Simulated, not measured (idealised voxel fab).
Documented hereafter: the process module known as voxel fin reveal.
Shown is cross-section cut, with a width of 195 nm and square cells of size 5 nm.
Cross-section layout: square cells on a grid; listed as bands, top to bottom; a band spans one or more cell rows. Quick guide to a band line: top height, bottom height (nm) up front; then every material left to right with its width in nm. Only one material and it's marked "all across"? Then it fills the band edge to edge. And "empty" just means empty space. Convention: height 0 is the level below which the wafer, as received, is all one material. The lowest band does not terminate at the bottom but continues downward, represented as "0..down". A two-number width, for instance "30 to 40", indicates that the width is equal to the first number in the top row of the band and to the second number in the bottom row, and that it changes by a constant amount per row of cells. Step note "nothing different" = no cross-section cell changed. "Non-vented voids" means: voids of 8 cells or more that are shut off from the top with no open way through. Written width x height at distance, distance from the left edge, in nm. Note: text after step settings on the step line = simulator remark on that step. For masked steps, "overlay nm" on the step line gives how far right of plan the mask actually lay; a minus sign means it lay to the left.
### List of planned process steps
| 1 | op RECEIVE | material Si |
| 2 | op CONFORMAL_DEP | material SiN | thk nm 10 |
| 3 | op DIRECTIONAL_DEP | material aC | thk nm 10 |
| 4 | op PATTERN | tone cover | mask id FINS | material resist | width nm 15 | pitch nm 40 | thk nm 30 | overlay nm 0 |
| 5 | op DIRECTIONAL_ETCH | etch materials aC | depth nm 10 |
| 6 | op STRIP | etch materials resist |
| 7 | op DIRECTIONAL_ETCH | etch materials SiN | depth nm 10 |
| 8 | op DIRECTIONAL_ETCH | etch materials Si | depth nm 40 |
| 9 | op STRIP | etch materials aC |
| 10 | op OXIDIZE | depth nm 5 |
| 11 | op FILL_DEP | material SiO2 | thk nm 15 |
| 12 | op CMP | height nm 10 |
| 13 | op SELECTIVE_ETCH | etch materials SiO2 | depth nm 40 |
| 14 | op STRIP | etch materials SiN |
| 15 | op CONFORMAL_DEP | material SiO2 | thk nm 5 |
### Cross-section of the wafer upon arrival, representing the state reached after step 1
  0..down | Si all across
  Non-vented voids: none
### The plan above was carried out on the starting structure above with one mistake, and this cross-section shows the wafer at the end of the module
  5..0 | empty (70) / SiO2 (15) / empty (25) / SiO2 (15) / empty (70)
  0..-10 | empty (70) / SiO2 (5) / Si (5) / SiO2 (5) / empty (25) / SiO2 (5) / Si (5) / SiO2 (5) / empty (70)
  -10..-45 | SiO2 (75) / Si (5) / SiO2 (35) / Si (5) / SiO2 (75)
  -45..down | Si all across
  Non-vented voids: none
Plan not followed: not run: step 12 of the plan (skipped)
